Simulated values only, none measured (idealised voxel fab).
process module | voxel transistor to metal
cross-section cut | 170 nm wide | cells 5 nm
A cross-section is a grid of square cells, given in bands from the top down. A band is one or more rows of cells.
Each band's line starts with the height of the band's top and of its bottom, in nm. Then come its materials from left to right, each with its width in nm. One material with "throughout" fills the band from edge to edge. "air" is empty space.
Height 0 is the level under which the wafer as received is all one material. The lowest band goes on downwards, as in "0 down".
A width such as "30 to 40" changes by the same amount from each row of cells to the next, from the band's top row to its bottom row.
"no change" after a step means that no cell of the cross-section changed.
closed voids: empty space of 8 cells or more with no open way to the top, each as width x height at its distance from the left edge, in nm
after a step's settings: what the simulator itself notes on the step
overlay nm, on a step with a mask: how far to the right of its planned place the mask lay; to the left if negative
Each pair below shows a cross-section before one step and the cross-section after it, down to the lowest band that changed. The line under each pair gives the step between them, with its settings. The pairs can come from different runs of this module on the same starting wafer, so a pair continues from the pair above only where its "before" says so.
before
  0 down: Si throughout
  closed voids: none
after
  5 to 0: SiO2 throughout
  below 0: unchanged
  closed voids: none
the step between: op CONFORMAL_DEP | material SiO2 | thk nm 5
before: the cross-section after the pair above
after
  20 to 5: SiN throughout
  below 5: unchanged
  closed voids: none
the step between: op CONFORMAL_DEP | material SiN | thk nm 15
before: the cross-section after the pair above
after
  35 to 20: aC throughout
  below 20: unchanged
  closed voids: none
the step between: op DIRECTIONAL_DEP | material aC | thk nm 15
before: the cross-section after the pair above
after
  65 to 35: air 20 | resist 125 | air 25
  below 35: unchanged
  closed voids: none
the step between: op PATTERN | tone cover | mask id ACTIVE | material resist | width nm 125 | thk nm 30 | overlay nm 0
before: the cross-section after the pair above
after
  50 to 35: air 20 | resist 125 | air 25
  35 to 20: air 20 | aC 125 | air 25
  below 20: unchanged
  closed voids: none
the step between: op DIRECTIONAL_ETCH | etch materials aC | depth nm 15
before: the cross-section after the pair above
after
  35 to 20: air 20 | aC 125 | air 25
  below 20: unchanged
  closed voids: none
the step between: op STRIP | etch materials resist
before: the cross-section after the pair above
after
  35 to 20: air 20 | aC 125 | air 25
  20 to 5: air 20 | SiN 125 | air 25
  below 5: unchanged
  closed voids: none
the step between: op DIRECTIONAL_ETCH | etch materials SiN | depth nm 15
before: the cross-section after the pair above
after
  35 to 20: air 20 | aC 125 | air 25
  20 to 5: air 20 | SiN 125 | air 25
  5 to 0: air 20 | SiO2 125 | air 25
  below 0: unchanged
  closed voids: none
the step between: op DIRECTIONAL_ETCH | etch materials SiO2 | depth nm 5
before: the cross-section after the pair above
after
  35 to 20: air 20 | aC 125 | air 25
  20 to 5: air 20 | SiN 125 | air 25
  5 to 0: air 20 | SiO2 125 | air 25
  0 to -30: air 20 | Si 125 | air 25
  below -30: unchanged
  closed voids: none
the step between: op DIRECTIONAL_ETCH | etch materials Si | depth nm 30
before: the cross-section after the pair above
after
  20 to 5: air 20 | SiN 125 | air 25
  below 5: unchanged
  closed voids: none
the step between: op STRIP | etch materials aC
before: the cross-section after the pair above
after
  25 to 20: SiO2 throughout
  20 to 5: SiO2 20 | SiN 125 | SiO2 25
  5 to 0: SiO2 throughout
  0 to -30: SiO2 20 | Si 125 | SiO2 25
  below -30: unchanged
  closed voids: none
the step between: op FILL_DEP | material SiO2 | thk nm 5
before: the cross-section after the pair above
after
  20 to 5: SiO2 20 | SiN 125 | SiO2 25
  below 5: unchanged
  closed voids: none
the step between: op CMP | height nm 20
before: the cross-section after the pair above
after
  20 to 10: air 20 | SiN 125 | air 25
  below 10: unchanged
  closed voids: none
the step between: op SELECTIVE_ETCH | etch materials SiO2 | depth nm 10
before: the cross-section after the pair above
after
  10 to 5: SiO2 20 | air 125 | SiO2 25
  below 5: unchanged
  closed voids: none
the step between: op STRIP | etch materials SiN
before: the cross-section after the pair above
after
  5 to 0: SiO2 15 | air 135 | SiO2 20
  below 0: unchanged
  closed voids: none
the step between: op SELECTIVE_ETCH | etch materials SiO2 | depth nm 5
before: the cross-section after the pair above
after
  5 to 0: SiO2 15 | air 135 | SiO2 20
  0 to -5: SiO2 throughout
  below -5: unchanged
  closed voids: none
the step between: op OXIDIZE | depth nm 5
before: the cross-section after the pair above
after
  35 to 30: polySi 15 | air 135 | polySi 20
  30 to 5: polySi throughout
  5 to 0: SiO2 15 | polySi 135 | SiO2 20
  below 0: unchanged
  closed voids: none
the step between: op DIRECTIONAL_DEP | material polySi | thk nm 30
before: the cross-section after the pair above
after
  45 to 40: SiCN 15 | air 135 | SiCN 20
  40 to 35: SiCN throughout
  35 to 30: polySi 15 | SiCN 135 | polySi 20
  below 30: unchanged
  closed voids: none
the step between: op DIRECTIONAL_DEP | material SiCN | thk nm 10
before: the cross-section after the pair above
after
  65 to 45: air 70 | resist 25 | air 75
  45 to 40: SiCN 15 | air 55 | resist 25 | air 55 | SiCN 20
  below 40: unchanged
  closed voids: none
the step between: op PATTERN | tone cover | mask id GATE | material resist | width nm 25 | thk nm 20 | overlay nm 0
before: the cross-section after the pair above
after
  65 to 40: air 70 | resist 25 | air 75
  40 to 35: air 70 | SiCN 25 | air 75
  35 to 30: polySi 15 | air 55 | SiCN 25 | air 55 | polySi 20
  below 30: unchanged
  closed voids: none
the step between: op DIRECTIONAL_ETCH | etch materials SiCN | depth nm 20
before: the cross-section after the pair above
after
  65 to 40: air 70 | resist 25 | air 75
  40 to 30: air 70 | SiCN 25 | air 75
  30 to 5: air 70 | polySi 25 | air 75
  5 to 0: SiO2 15 | air 55 | polySi 25 | air 55 | SiO2 20
  below 0: unchanged
  closed voids: none
the step between: op DIRECTIONAL_ETCH | etch materials polySi | depth nm 40
before: the cross-section after the pair above
after
  40 to 30: air 70 | SiCN 25 | air 75
  below 30: unchanged
  closed voids: none
the step between: op STRIP | etch materials resist
before: the cross-section after the pair above
after
  45 to 40: air 65 | SiO2 35 | air 70
  40 to 30: air 65 | SiO2 5 | SiCN 25 | SiO2 5 | air 70
  30 to 10: air 65 | SiO2 5 | polySi 25 | SiO2 5 | air 70
  10 to 5: SiO2 20 | air 45 | SiO2 5 | polySi 25 | SiO2 5 | air 45 | SiO2 25
  5 to 0: SiO2 70 | polySi 25 | SiO2 75
  below 0: unchanged
  closed voids: none
the step between: op CONFORMAL_DEP | material SiO2 | thk nm 5
before: the cross-section after the pair above
after
  40 to 30: air 65 | SiO2 5 | SiCN 25 | SiO2 5 | air 70
  30 to 5: air 65 | SiO2 5 | polySi 25 | SiO2 5 | air 70
  5 to 0: SiO2 20 | air 45 | SiO2 5 | polySi 25 | SiO2 5 | air 45 | SiO2 25
  below 0: unchanged
  closed voids: none
the step between: op DIRECTIONAL_ETCH | etch materials SiO2 | depth nm 5
before: the cross-section after the pair above
after
  45 to 40: air 60 | SiN 45 | air 65
  40 to 30: air 60 | SiN 5 | SiO2 5 | SiCN 25 | SiO2 5 | SiN 5 | air 65
  30 to 10: air 60 | SiN 5 | SiO2 5 | polySi 25 | SiO2 5 | SiN 5 | air 65
  10 to 5: SiN 25 | air 35 | SiN 5 | SiO2 5 | polySi 25 | SiO2 5 | SiN 5 | air 35 | SiN 30
  5 to 0: SiO2 20 | SiN 45 | SiO2 5 | polySi 25 | SiO2 5 | SiN 45 | SiO2 25
  below 0: unchanged
  closed voids: none
the step between: op CONFORMAL_DEP | material SiN | thk nm 5
before: the cross-section after the pair above
after
  40 to 30: air 60 | SiN 5 | SiO2 5 | SiCN 25 | SiO2 5 | SiN 5 | air 65
  30 to 5: air 60 | SiN 5 | SiO2 5 | polySi 25 | SiO2 5 | SiN 5 | air 65
  5 to 0: SiO2 20 | SiN 5 | air 35 | SiN 5 | SiO2 5 | polySi 25 | SiO2 5 | SiN 5 | air 35 | SiN 5 | SiO2 25
  below 0: unchanged
  closed voids: none
the step between: op DIRECTIONAL_ETCH | etch materials SiN | depth nm 5
before: the cross-section after the pair above
after
  40 to 35: air 60 | SiN 5 | air 5 | SiCN 25 | air 5 | SiN 5 | air 65
  35 to 30: air 60 | SiN 5 | SiO2 5 | SiCN 25 | SiO2 5 | SiN 5 | air 65
  30 to 5: air 60 | SiN 5 | SiO2 5 | polySi 25 | SiO2 5 | SiN 5 | air 65
  5 to 0: air 20 | SiN 5 | air 35 | SiN 5 | SiO2 5 | polySi 25 | SiO2 5 | SiN 5 | air 35 | SiN 5 | air 25
  0 to -5: SiO2 25 | air 35 | SiO2 45 | air 35 | SiO2 30
  below -5: unchanged
  closed voids: none
the step between: op DIRECTIONAL_ETCH | etch materials SiO2 | depth nm 5
before: the cross-section after the pair above
after
  40 to 35: air 60 | SiN 5 | air 5 | SiCN 25 | air 5 | SiN 5 | air 65
  35 to 30: air 60 | SiN 5 | SiO2 5 | SiCN 25 | SiO2 5 | SiN 5 | air 65
  30 to 5: air 60 | SiN 5 | SiO2 5 | polySi 25 | SiO2 5 | SiN 5 | air 65
  5 to 0: air 20 | SiN 5 | air 35 | SiN 5 | SiO2 5 | polySi 25 | SiO2 5 | SiN 5 | air 35 | SiN 5 | air 25
  0 to -5: SiO2 25 | air 35 | SiO2 45 | air 35 | SiO2 30
  -5 to -20: SiO2 20 | Si 5 | air 35 | Si 45 | air 35 | Si 5 | SiO2 25
  below -20: unchanged
  closed voids: none
the step between: op DIRECTIONAL_ETCH | etch materials Si | depth nm 15
before: the cross-section after the pair above
after
  40 to 35: air 60 | SiN 5 | air 5 | SiCN 25 | air 5 | SiN 5 | air 65
  35 to 30: air 60 | SiN 5 | SiO2 5 | SiCN 25 | SiO2 5 | SiN 5 | air 65
  30 to 15: air 60 | SiN 5 | SiO2 5 | polySi 25 | SiO2 5 | SiN 5 | air 65
  15 to 5: air 15 | SiGe 45 | SiN 5 | SiO2 5 | polySi 25 | SiO2 5 | SiN 5 | SiGe 45 | air 20
  5 to 0: air 15 | SiGe 5 | SiN 5 | SiGe 35 | SiN 5 | SiO2 5 | polySi 25 | SiO2 5 | SiN 5 | SiGe 35 | SiN 5 | SiGe 5 | air 20
  0 to -5: SiO2 25 | SiGe 35 | SiO2 45 | SiGe 35 | SiO2 30
  -5 to -20: SiO2 20 | Si 5 | SiGe 35 | Si 45 | SiGe 35 | Si 5 | SiO2 25
  below -20: unchanged
  closed voids: none
the step between: op EPI | material SiGe | thk nm 20
before: the cross-section after the pair above
after
  45 to 40: SiO2 throughout
  40 to 30: SiO2 60 | SiN 5 | SiO2 5 | SiCN 25 | SiO2 5 | SiN 5 | SiO2 65
  30 to 15: SiO2 60 | SiN 5 | SiO2 5 | polySi 25 | SiO2 5 | SiN 5 | SiO2 65
  15 to 5: SiO2 15 | SiGe 45 | SiN 5 | SiO2 5 | polySi 25 | SiO2 5 | SiN 5 | SiGe 45 | SiO2 20
  5 to 0: SiO2 15 | SiGe 5 | SiN 5 | SiGe 35 | SiN 5 | SiO2 5 | polySi 25 | SiO2 5 | SiN 5 | SiGe 35 | SiN 5 | SiGe 5 | SiO2 20
  below 0: unchanged
  closed voids: none
the step between: op FILL_DEP | material SiO2 | thk nm 5
before: the cross-section after the pair above
after
  30 to 15: SiO2 60 | SiN 5 | SiO2 5 | polySi 25 | SiO2 5 | SiN 5 | SiO2 65
  below 15: unchanged
  closed voids: none
the step between: op CMP | height nm 30
before: the cross-section after the pair above
after
  30 to 15: SiO2 60 | SiN 5 | SiO2 5 | air 25 | SiO2 5 | SiN 5 | SiO2 65
  15 to 5: SiO2 15 | SiGe 45 | SiN 5 | SiO2 5 | air 25 | SiO2 5 | SiN 5 | SiGe 45 | SiO2 20
  5 to 0: SiO2 15 | SiGe 5 | SiN 5 | SiGe 35 | SiN 5 | SiO2 5 | air 25 | SiO2 5 | SiN 5 | SiGe 35 | SiN 5 | SiGe 5 | SiO2 20
  below 0: unchanged
  closed voids: none
the step between: op STRIP | etch materials polySi
before: the cross-section after the pair above
after
  30 to 25: air 60 | SiN 5 | air 35 | SiN 5 | air 65
  25 to 15: SiO2 60 | SiN 5 | air 35 | SiN 5 | SiO2 65
  15 to 5: SiO2 15 | SiGe 45 | SiN 5 | air 35 | SiN 5 | SiGe 45 | SiO2 20
  5 to 0: SiO2 15 | SiGe 5 | SiN 5 | SiGe 35 | SiN 5 | air 35 | SiN 5 | SiGe 35 | SiN 5 | SiGe 5 | SiO2 20
  0 to -5: SiO2 25 | SiGe 35 | SiO2 5 | air 35 | SiO2 5 | SiGe 35 | SiO2 30
  below -5: unchanged
  closed voids: none
the step between: op SELECTIVE_ETCH | etch materials SiO2 | depth nm 5
before: the cross-section after the pair above
after
  35 to 30: air 55 | HfO2 15 | air 25 | HfO2 15 | air 60
  30 to 25: HfO2 60 | SiN 5 | HfO2 5 | air 25 | HfO2 5 | SiN 5 | HfO2 65
  25 to 15: SiO2 60 | SiN 5 | HfO2 5 | air 25 | HfO2 5 | SiN 5 | SiO2 65
  15 to 5: SiO2 15 | SiGe 45 | SiN 5 | HfO2 5 | air 25 | HfO2 5 | SiN 5 | SiGe 45 | SiO2 20
  5 to 0: SiO2 15 | SiGe 5 | SiN 5 | SiGe 35 | SiN 5 | HfO2 5 | air 25 | HfO2 5 | SiN 5 | SiGe 35 | SiN 5 | SiGe 5 | SiO2 20
  0 to -5: SiO2 25 | SiGe 35 | SiO2 5 | HfO2 35 | SiO2 5 | SiGe 35 | SiO2 30
  below -5: unchanged
  closed voids: none
the step between: op CONFORMAL_DEP | material HfO2 | thk nm 5
before: the cross-section after the pair above
after
  40 to 35: air 50 | TiN 25 | air 15 | TiN 25 | air 55
  35 to 30: TiN 55 | HfO2 15 | TiN 5 | air 15 | TiN 5 | HfO2 15 | TiN 60
  30 to 25: HfO2 60 | SiN 5 | HfO2 5 | TiN 5 | air 15 | TiN 5 | HfO2 5 | SiN 5 | HfO2 65
  25 to 15: SiO2 60 | SiN 5 | HfO2 5 | TiN 5 | air 15 | TiN 5 | HfO2 5 | SiN 5 | SiO2 65
  15 to 5: SiO2 15 | SiGe 45 | SiN 5 | HfO2 5 | TiN 5 | air 15 | TiN 5 | HfO2 5 | SiN 5 | SiGe 45 | SiO2 20
  5 to 0: SiO2 15 | SiGe 5 | SiN 5 | SiGe 35 | SiN 5 | HfO2 5 | TiN 25 | HfO2 5 | SiN 5 | SiGe 35 | SiN 5 | SiGe 5 | SiO2 20
  below 0: unchanged
  closed voids: none
the step between: op CONFORMAL_DEP | material TiN | thk nm 5
before: the cross-section after the pair above
after
  45 to 40: W throughout
  40 to 35: W 50 | TiN 25 | W 15 | TiN 25 | W 55
  35 to 30: TiN 55 | HfO2 15 | TiN 5 | W 15 | TiN 5 | HfO2 15 | TiN 60
  30 to 25: HfO2 60 | SiN 5 | HfO2 5 | TiN 5 | W 15 | TiN 5 | HfO2 5 | SiN 5 | HfO2 65
  25 to 15: SiO2 60 | SiN 5 | HfO2 5 | TiN 5 | W 15 | TiN 5 | HfO2 5 | SiN 5 | SiO2 65
  15 to 5: SiO2 15 | SiGe 45 | SiN 5 | HfO2 5 | TiN 5 | W 15 | TiN 5 | HfO2 5 | SiN 5 | SiGe 45 | SiO2 20
  below 5: unchanged
  closed voids: none
the step between: op FILL_DEP | material W | thk nm 5
before: the cross-section after the pair above
after
  25 to 15: SiO2 60 | SiN 5 | HfO2 5 | TiN 5 | W 15 | TiN 5 | HfO2 5 | SiN 5 | SiO2 65
  below 15: unchanged
  closed voids: none
the step between: op CMP | height nm 25
before: the cross-section after the pair above
after
  35 to 25: SiO2 throughout
  below 25: unchanged
  closed voids: none
the step between: op DIRECTIONAL_DEP | material SiO2 | thk nm 10
before: the cross-section after the pair above
after
  55 to 35: resist 30 | air 20 | resist 65 | air 20 | resist 35
  below 35: unchanged
  closed voids: none
the step between: op PATTERN | tone open | mask id CONTACT | material resist | width nm 20 | pitch nm 85 | thk nm 20 | overlay nm 0
before: the cross-section after the pair above
after
  55 to 35: resist 30 | air 20 | resist 65 | air 20 | resist 35
  35 to 25: SiO2 30 | air 20 | SiO2 65 | air 20 | SiO2 35
  25 to 15: SiO2 30 | air 20 | SiO2 10 | SiN 5 | HfO2 5 | TiN 5 | W 15 | TiN 5 | HfO2 5 | SiN 5 | SiO2 10 | air 20 | SiO2 35
  below 15: unchanged
  closed voids: none
the step between: op DIRECTIONAL_ETCH | etch materials SiO2 | depth nm 20
before: the cross-section after the pair above
after
  35 to 25: SiO2 30 | air 20 | SiO2 65 | air 20 | SiO2 35
  below 25: unchanged
  closed voids: none
the step between: op STRIP | etch materials resist
before: the cross-section after the pair above
after
  40 to 35: TiN 35 | air 10 | TiN 75 | air 10 | TiN 40
  35 to 25: SiO2 30 | TiN 5 | air 10 | TiN 5 | SiO2 65 | TiN 5 | air 10 | TiN 5 | SiO2 35
  25 to 20: SiO2 30 | TiN 5 | air 10 | TiN 5 | SiO2 10 | SiN 5 | HfO2 5 | TiN 5 | W 15 | TiN 5 | HfO2 5 | SiN 5 | SiO2 10 | TiN 5 | air 10 | TiN 5 | SiO2 35
  20 to 15: SiO2 30 | TiN 20 | SiO2 10 | SiN 5 | HfO2 5 | TiN 5 | W 15 | TiN 5 | HfO2 5 | SiN 5 | SiO2 10 | TiN 20 | SiO2 35
  below 15: unchanged
  closed voids: none
the step between: op CONFORMAL_DEP | material TiN | thk nm 5
before: the cross-section after the pair above
after
  50 to 40: W throughout
  40 to 35: TiN 35 | W 10 | TiN 75 | W 10 | TiN 40
  35 to 25: SiO2 30 | TiN 5 | W 10 | TiN 5 | SiO2 65 | TiN 5 | W 10 | TiN 5 | SiO2 35
  25 to 20: SiO2 30 | TiN 5 | W 10 | TiN 5 | SiO2 10 | SiN 5 | HfO2 5 | TiN 5 | W 15 | TiN 5 | HfO2 5 | SiN 5 | SiO2 10 | TiN 5 | W 10 | TiN 5 | SiO2 35
  below 20: unchanged
  closed voids: none
the step between: op FILL_DEP | material W | thk nm 10
before: the cross-section after the pair above
after
  35 to 25: SiO2 30 | TiN 5 | W 10 | TiN 5 | SiO2 65 | TiN 5 | W 10 | TiN 5 | SiO2 35
  below 25: unchanged
  closed voids: none
the step between: op CMP | height nm 35
before: the cross-section after the pair above
after
  40 to 35: SiCN throughout
  below 35: unchanged
  closed voids: none
the step between: op CONFORMAL_DEP | material SiCN | thk nm 5
before: the cross-section after the pair above
after
  55 to 40: lowk throughout
  below 40: unchanged
  closed voids: none
the step between: op DIRECTIONAL_DEP | material lowk | thk nm 15
before: the cross-section after the pair above
after
  65 to 55: aC throughout
  below 55: unchanged
  closed voids: none
the step between: op DIRECTIONAL_DEP | material aC | thk nm 10
before: the cross-section after the pair above
after
  95 to 65: resist 30 | air 20 | resist 65 | air 20 | resist 35
  below 65: unchanged
  closed voids: none
the step between: op PATTERN | tone open | mask id METAL_1 | material resist | width nm 20 | pitch nm 85 | thk nm 30 | overlay nm 0
before: the cross-section after the pair above
after
  85 to 65: resist 30 | air 20 | resist 65 | air 20 | resist 35
  65 to 55: aC 30 | air 20 | aC 65 | air 20 | aC 35
  below 55: unchanged
  closed voids: none
the step between: op DIRECTIONAL_ETCH | etch materials aC | depth nm 10
before: the cross-section after the pair above
after
  65 to 55: aC 30 | air 20 | aC 65 | air 20 | aC 35
  below 55: unchanged
  closed voids: none
the step between: op STRIP | etch materials resist
before: the cross-section after the pair above
after
  65 to 55: aC 30 | air 20 | aC 65 | air 20 | aC 35
  55 to 40: lowk 30 | air 20 | lowk 65 | air 20 | lowk 35
  below 40: unchanged
  closed voids: none
the step between: op DIRECTIONAL_ETCH | etch materials lowk | depth nm 15
before: the cross-section after the pair above
after
  65 to 55: aC 30 | air 20 | aC 65 | air 20 | aC 35
  55 to 40: lowk 30 | air 20 | lowk 65 | air 20 | lowk 35
  40 to 35: SiCN 30 | air 20 | SiCN 65 | air 20 | SiCN 35
  below 35: unchanged
  closed voids: none
the step between: op DIRECTIONAL_ETCH | etch materials SiCN | depth nm 5
before: the cross-section after the pair above
after
  55 to 40: lowk 30 | air 20 | lowk 65 | air 20 | lowk 35
  below 40: unchanged
  closed voids: none
the step between: op STRIP | etch materials aC
before: the cross-section after the pair above
after
  60 to 55: TiN 35 | air 10 | TiN 75 | air 10 | TiN 40
  55 to 40: lowk 30 | TiN 5 | air 10 | TiN 5 | lowk 65 | TiN 5 | air 10 | TiN 5 | lowk 35
  40 to 35: SiCN 30 | TiN 20 | SiCN 65 | TiN 20 | SiCN 35
  below 35: unchanged
  closed voids: none
the step between: op CONFORMAL_DEP | material TiN | thk nm 5
before: the cross-section after the pair above
after
  65 to 60: Cu throughout
  60 to 55: TiN 35 | Cu 10 | TiN 75 | Cu 10 | TiN 40
  55 to 40: lowk 30 | TiN 5 | Cu 10 | TiN 5 | lowk 65 | TiN 5 | Cu 10 | TiN 5 | lowk 35
  below 40: unchanged
  closed voids: none
the step between: op FILL_DEP | material Cu | thk nm 5
before: the cross-section after the pair above
after
  55 to 40: lowk 30 | TiN 5 | Cu 10 | TiN 5 | lowk 65 | TiN 5 | Cu 10 | TiN 5 | lowk 35
  below 40: unchanged
  closed voids: none
the step between: op CMP | height nm 55
before: the cross-section after the pair above
after
  60 to 55: air 25 | Ru 30 | air 55 | Ru 30 | air 30
  below 55: unchanged
  closed voids: none
the step between: op EPI | material Ru | thk nm 5
before: the cross-section after the pair above
after
  65 to 60: SiCN throughout
  60 to 55: SiCN 25 | Ru 30 | SiCN 55 | Ru 30 | SiCN 30
  below 55: unchanged
  closed voids: none
the step between: op FILL_DEP | material SiCN | thk nm 5
before: the cross-section after the pair above
after
  90 to 65: SiO2 throughout
  below 65: unchanged
  closed voids: none
the step between: op DIRECTIONAL_DEP | material SiO2 | thk nm 25
before: the cross-section after the pair above
after
  100 to 90: aC throughout
  below 90: unchanged
  closed voids: none
the step between: op DIRECTIONAL_DEP | material aC | thk nm 10
before: the cross-section after the pair above
after
  130 to 100: resist 30 | air 15 | resist 70 | air 15 | resist 40
  below 100: unchanged
  closed voids: none
the step between: op PATTERN | tone open | mask id METAL_2_HOLES | material resist | width nm 15 | pitch nm 85 | thk nm 30 | overlay nm 0
before: the cross-section after the pair above
after
  120 to 100: resist 30 | air 15 | resist 70 | air 15 | resist 40
  100 to 90: aC 30 | air 15 | aC 70 | air 15 | aC 40
  below 90: unchanged
  closed voids: none
the step between: op DIRECTIONAL_ETCH | etch materials aC | depth nm 10
before: the cross-section after the pair above
after
  100 to 90: aC 30 | air 15 | aC 70 | air 15 | aC 40
  below 90: unchanged
  closed voids: none
the step between: op STRIP | etch materials resist
before: the cross-section after the pair above
after
  100 to 90: aC 30 | air 15 | aC 70 | air 15 | aC 40
  90 to 65: SiO2 30 | air 15 | SiO2 70 | air 15 | SiO2 40
  below 65: unchanged
  closed voids: none
the step between: op DIRECTIONAL_ETCH | etch materials SiO2 | depth nm 25
before: the cross-section after the pair above
after
  90 to 65: SiO2 30 | air 15 | SiO2 70 | air 15 | SiO2 40
  below 65: unchanged
  closed voids: none
the step between: op STRIP | etch materials aC
before: the cross-section after the pair above
after
  105 to 90: resist 30 | air 20 | resist 65 | air 20 | resist 35
  below 90: unchanged
  closed voids: none
the step between: op PATTERN | tone open | mask id METAL_2 | material resist | width nm 20 | pitch nm 85 | thk nm 15 | overlay nm 0
before: the cross-section after the pair above
after
  105 to 90: resist 30 | air 20 | resist 65 | air 20 | resist 35
  90 to 75: SiO2 30 | air 20 | SiO2 65 | air 20 | SiO2 35
  below 75: unchanged
  closed voids: none
the step between: op DIRECTIONAL_ETCH | etch materials SiO2 | depth nm 15
before: the cross-section after the pair above
after
  105 to 90: resist 30 | air 20 | resist 65 | air 20 | resist 35
  90 to 75: SiO2 30 | air 20 | SiO2 65 | air 20 | SiO2 35
  75 to 65: SiO2 30 | air 15 | SiO2 70 | air 15 | SiO2 40
  65 to 60: SiCN 30 | air 15 | SiCN 70 | air 15 | SiCN 40
  below 60: unchanged
  closed voids: none
the step between: op DIRECTIONAL_ETCH | etch materials SiCN | depth nm 5
before: the cross-section after the pair above
after
  90 to 75: SiO2 30 | air 20 | SiO2 65 | air 20 | SiO2 35
  below 75: unchanged
  closed voids: none
the step between: op STRIP | etch materials resist
before: the cross-section after the pair above
after
  95 to 90: TiN 35 | air 10 | TiN 75 | air 10 | TiN 40
  90 to 80: SiO2 30 | TiN 5 | air 10 | TiN 5 | SiO2 65 | TiN 5 | air 10 | TiN 5 | SiO2 35
  80 to 75: SiO2 30 | TiN 5 | air 5 | TiN 10 | SiO2 65 | TiN 5 | air 5 | TiN 10 | SiO2 35
  75 to 65: SiO2 30 | TiN 5 | air 5 | TiN 5 | SiO2 70 | TiN 5 | air 5 | TiN 5 | SiO2 40
  65 to 60: SiCN 30 | TiN 15 | SiCN 70 | TiN 15 | SiCN 40
  below 60: unchanged
  closed voids: none
the step between: op CONFORMAL_DEP | material TiN | thk nm 5
before: the cross-section after the pair above
after
  105 to 95: Cu throughout
  95 to 90: TiN 35 | Cu 10 | TiN 75 | Cu 10 | TiN 40
  90 to 80: SiO2 30 | TiN 5 | Cu 10 | TiN 5 | SiO2 65 | TiN 5 | Cu 10 | TiN 5 | SiO2 35
  80 to 75: SiO2 30 | TiN 5 | Cu 5 | TiN 10 | SiO2 65 | TiN 5 | Cu 5 | TiN 10 | SiO2 35
  75 to 65: SiO2 30 | TiN 5 | Cu 5 | TiN 5 | SiO2 70 | TiN 5 | Cu 5 | TiN 5 | SiO2 40
  below 65: unchanged
  closed voids: none
the step between: op FILL_DEP | material Cu | thk nm 10
before: the cross-section after the pair above
after
  90 to 80: SiO2 30 | TiN 5 | Cu 10 | TiN 5 | SiO2 65 | TiN 5 | Cu 10 | TiN 5 | SiO2 35
  below 80: unchanged
  closed voids: none
the step between: op CMP | height nm 90
before: the cross-section after the pair above
after
  95 to 90: SiN throughout
  below 90: unchanged
  closed voids: none
the step between: op CONFORMAL_DEP | material SiN | thk nm 5
before
  50 to 40: W throughout
  40 to 35: TiN 35 | W 10 | TiN 75 | W 10 | TiN 40
  35 to 25: SiO2 30 | TiN 5 | W 10 | TiN 5 | SiO2 65 | TiN 5 | W 10 | TiN 5 | SiO2 35
  25 to 20: SiO2 30 | TiN 5 | W 10 | TiN 5 | SiO2 10 | SiN 5 | HfO2 5 | TiN 5 | W 15 | TiN 5 | HfO2 5 | SiN 5 | SiO2 10 | TiN 5 | W 10 | TiN 5 | SiO2 35
  20 to 15: SiO2 30 | TiN 20 | SiO2 10 | SiN 5 | HfO2 5 | TiN 5 | W 15 | TiN 5 | HfO2 5 | SiN 5 | SiO2 10 | TiN 20 | SiO2 35
  15 to 5: SiO2 15 | SiGe 45 | SiN 5 | HfO2 5 | TiN 5 | W 15 | TiN 5 | HfO2 5 | SiN 5 | SiGe 45 | SiO2 20
  5 to 0: SiO2 15 | SiGe 5 | SiN 5 | SiGe 35 | SiN 5 | HfO2 5 | TiN 25 | HfO2 5 | SiN 5 | SiGe 35 | SiN 5 | SiGe 5 | SiO2 20
  0 to -5: SiO2 25 | SiGe 35 | SiO2 5 | HfO2 35 | SiO2 5 | SiGe 35 | SiO2 30
  -5 to -20: SiO2 20 | Si 5 | SiGe 35 | Si 45 | SiGe 35 | Si 5 | SiO2 25
  -20 to -30: SiO2 20 | Si 125 | SiO2 25
  -30 down: Si throughout
  closed voids: none
after
  55 to 50: SiCN throughout
  below 50: unchanged
  closed voids: none
the step between: op CONFORMAL_DEP | material SiCN | thk nm 5
before: the cross-section after the pair above
after
  70 to 55: lowk throughout
  below 55: unchanged
  closed voids: none
the step between: op DIRECTIONAL_DEP | material lowk | thk nm 15
before: the cross-section after the pair above
after
  80 to 70: aC throughout
  below 70: unchanged
  closed voids: none
the step between: op DIRECTIONAL_DEP | material aC | thk nm 10
before: the cross-section after the pair above
after
  110 to 80: resist 30 | air 20 | resist 65 | air 20 | resist 35
  below 80: unchanged
  closed voids: none
the step between: op PATTERN | tone open | mask id METAL_1 | material resist | width nm 20 | pitch nm 85 | thk nm 30 | overlay nm 0
before: the cross-section after the pair above
after
  100 to 80: resist 30 | air 20 | resist 65 | air 20 | resist 35
  80 to 70: aC 30 | air 20 | aC 65 | air 20 | aC 35
  below 70: unchanged
  closed voids: none
the step between: op DIRECTIONAL_ETCH | etch materials aC | depth nm 10
before: the cross-section after the pair above
after
  80 to 70: aC 30 | air 20 | aC 65 | air 20 | aC 35
  below 70: unchanged
  closed voids: none
the step between: op STRIP | etch materials resist
before: the cross-section after the pair above
after
  80 to 70: aC 30 | air 20 | aC 65 | air 20 | aC 35
  70 to 55: lowk 30 | air 20 | lowk 65 | air 20 | lowk 35
  below 55: unchanged
  closed voids: none
the step between: op DIRECTIONAL_ETCH | etch materials lowk | depth nm 15
before: the cross-section after the pair above
after
  80 to 70: aC 30 | air 20 | aC 65 | air 20 | aC 35
  70 to 55: lowk 30 | air 20 | lowk 65 | air 20 | lowk 35
  55 to 50: SiCN 30 | air 20 | SiCN 65 | air 20 | SiCN 35
  below 50: unchanged
  closed voids: none
the step between: op DIRECTIONAL_ETCH | etch materials SiCN | depth nm 5
before: the cross-section after the pair above
after
  70 to 55: lowk 30 | air 20 | lowk 65 | air 20 | lowk 35
  below 55: unchanged
  closed voids: none
the step between: op STRIP | etch materials aC
before: the cross-section after the pair above
after
  75 to 70: TiN 35 | air 10 | TiN 75 | air 10 | TiN 40
  70 to 55: lowk 30 | TiN 5 | air 10 | TiN 5 | lowk 65 | TiN 5 | air 10 | TiN 5 | lowk 35
  55 to 50: SiCN 30 | TiN 20 | SiCN 65 | TiN 20 | SiCN 35
  below 50: unchanged
  closed voids: none
the step between: op CONFORMAL_DEP | material TiN | thk nm 5
before: the cross-section after the pair above
after
  80 to 75: Cu throughout
  75 to 70: TiN 35 | Cu 10 | TiN 75 | Cu 10 | TiN 40
  70 to 55: lowk 30 | TiN 5 | Cu 10 | TiN 5 | lowk 65 | TiN 5 | Cu 10 | TiN 5 | lowk 35
  below 55: unchanged
  closed voids: none
the step between: op FILL_DEP | material Cu | thk nm 5
before: the cross-section after the pair above
after
  55 to 50: SiCN 30 | TiN 20 | SiCN 65 | TiN 20 | SiCN 35
  below 50: unchanged
  closed voids: none
the step between: op CMP | height nm 55
before: the cross-section after the pair above
after
  60 to 55: air 25 | Ru 30 | air 55 | Ru 30 | air 30
  below 55: unchanged
  closed voids: none
the step between: op EPI | material Ru | thk nm 5
before: the cross-section after the pair above
after
  65 to 60: SiCN throughout
  60 to 55: SiCN 25 | Ru 30 | SiCN 55 | Ru 30 | SiCN 30
  below 55: unchanged
  closed voids: none
the step between: op FILL_DEP | material SiCN | thk nm 5
